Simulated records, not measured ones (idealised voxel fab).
process module | voxel ribs on slabs
cross-section cut | 240 nm wide | cells 5 nm
A cross-section is a grid of square cells, given in bands from the top down. A band is one or more rows of cells.
Each band's line starts with the height of the band's top and of its bottom, in nm. Then come its materials from left to right, each with its width in nm. One material with "throughout" fills the band from edge to edge. "air" is empty space.
Height 0 is the level under which the wafer as received is all one material. The lowest band goes on downwards, as in "0 down".
A width such as "30 to 40" changes by the same amount from each row of cells to the next, from the band's top row to its bottom row.
"no change" after a step means that no cell of the cross-section changed.
closed voids: empty space of 8 cells or more with no open way to the top, each as width x height at its distance from the left edge, in nm
after a step's settings: what the simulator itself notes on the step
overlay nm, on a step with a mask: how far to the right of its planned place the mask lay; to the left if negative
plan
1 op RECEIVE | material Si
2 op DIRECTIONAL_DEP | material SiO2 | thk nm 25
3 op DIRECTIONAL_DEP | material SiN | thk nm 25
4 op PATTERN | tone cover | mask id RIB | material resist | width nm 30 | thk nm 20 | overlay nm 0
5 op DIRECTIONAL_ETCH | etch materials SiN | depth nm 5
6 op STRIP | etch materials resist
7 op PATTERN | tone cover | mask id SLAB | material resist | width nm 90 | thk nm 15 | overlay nm 0
8 op DIRECTIONAL_ETCH | etch materials SiN | depth nm 20
9 op STRIP | etch materials resist
10 op FILL_DEP | material SiO2 | thk nm 20
11 op CMP | height nm 65
12 op DIRECTIONAL_DEP | material W | thk nm 5
13 op DIRECTIONAL_DEP | material aC | thk nm 10
14 op PATTERN | tone cover | mask id HEATER | material resist | width nm 40 | thk nm 30 | overlay nm 0
15 op DIRECTIONAL_ETCH | etch materials aC | depth nm 10
16 op STRIP | etch materials resist
17 op DIRECTIONAL_ETCH | etch materials W | depth nm 5
18 op STRIP | etch materials aC
19 op CONFORMAL_DEP | material SiO2 | thk nm 5
first wafer, as planned
as received, after step 1
  0 down: Si throughout
  closed voids: none
after step 2
  25 to 0: SiO2 throughout
  below 0: unchanged
after step 3
  50 to 25: SiN throughout
  below 25: unchanged
after step 4
  70 to 50: air 105 | resist 30 | air 105
  below 50: unchanged
after step 5
  70 to 50: air 105 | resist 30 | air 105
  50 to 45: air 105 | SiN 30 | air 105
  below 45: unchanged
after step 6
  50 to 45: air 105 | SiN 30 | air 105
  below 45: unchanged
after step 7
  65 to 50: air 75 | resist 90 | air 75
  50 to 45: air 75 | resist 30 | SiN 30 | resist 30 | air 75
  below 45: unchanged
after step 8
  65 to 50: air 75 | resist 90 | air 75
  50 to 45: air 75 | resist 30 | SiN 30 | resist 30 | air 75
  45 to 25: air 75 | SiN 90 | air 75
  below 25: unchanged
after step 9
  50 to 45: air 105 | SiN 30 | air 105
  below 45: unchanged
after step 10
  70 to 50: SiO2 throughout
  50 to 45: SiO2 105 | SiN 30 | SiO2 105
  45 to 25: SiO2 75 | SiN 90 | SiO2 75
  below 25: unchanged
after step 11
  65 to 50: SiO2 throughout
  below 50: unchanged
after step 12
  70 to 65: W throughout
  below 65: unchanged
after step 13
  80 to 70: aC throughout
  below 70: unchanged
after step 14
  110 to 80: air 100 | resist 40 | air 100
  below 80: unchanged
after step 15
  100 to 80: air 100 | resist 40 | air 100
  80 to 70: air 100 | aC 40 | air 100
  below 70: unchanged
after step 16
  80 to 70: air 100 | aC 40 | air 100
  below 70: unchanged
after step 17
  80 to 70: air 100 | aC 40 | air 100
  70 to 65: air 100 | W 40 | air 100
  below 65: unchanged
after step 18
  70 to 65: air 100 | W 40 | air 100
  below 65: unchanged
after step 19
  75 to 70: air 95 | SiO2 50 | air 95
  70 to 65: SiO2 100 | W 40 | SiO2 100
  below 65: unchanged
second wafer: like start, like plan, one mistake. Through step 4 it matches the first wafer
when step 5 should have ended
  70 to 50: air 105 | resist 30 | air 105
  50 to 35: air 105 | SiN 30 | air 105
  below 35: unchanged
when step 6 should have ended
  50 to 35: air 105 | SiN 30 | air 105
  below 35: unchanged
when step 7 should have ended
  65 to 50: air 75 | resist 90 | air 75
  50 to 35: air 75 | resist 30 | SiN 30 | resist 30 | air 75
  below 35: unchanged
when step 8 should have ended
  65 to 50: air 75 | resist 90 | air 75
  50 to 35: air 75 | resist 30 | SiN 30 | resist 30 | air 75
  35 to 25: air 75 | SiN 90 | air 75
  below 25: unchanged
when step 9 should have ended
  50 to 35: air 105 | SiN 30 | air 105
  below 35: unchanged
when step 10 should have ended
  70 to 50: SiO2 throughout
  50 to 35: SiO2 105 | SiN 30 | SiO2 105
  35 to 25: SiO2 75 | SiN 90 | SiO2 75
  below 25: unchanged
when step 11 should have ended
  65 to 50: SiO2 throughout
  below 50: unchanged
when step 12 should have ended
  70 to 65: W throughout
  below 65: unchanged
when step 13 should have ended
  80 to 70: aC throughout
  below 70: unchanged
when step 14 should have ended
  110 to 80: air 100 | resist 40 | air 100
  below 80: unchanged
when step 15 should have ended
  100 to 80: air 100 | resist 40 | air 100
  80 to 70: air 100 | aC 40 | air 100
  below 70: unchanged
when step 16 should have ended
  80 to 70: air 100 | aC 40 | air 100
  below 70: unchanged
when step 17 should have ended
  80 to 70: air 100 | aC 40 | air 100
  70 to 65: air 100 | W 40 | air 100
  below 65: unchanged
when step 18 should have ended
  70 to 65: air 100 | W 40 | air 100
  below 65: unchanged
when step 19 should have ended
  75 to 70: air 95 | SiO2 50 | air 95
  70 to 65: SiO2 100 | W 40 | SiO2 100
  below 65: unchanged
what went wrong: step 5 ran as: op DIRECTIONAL_ETCH | etch materials SiN | depth nm 15
at the end the second wafer has, in cells: 24 fewer of SiN | 24 more of SiO2
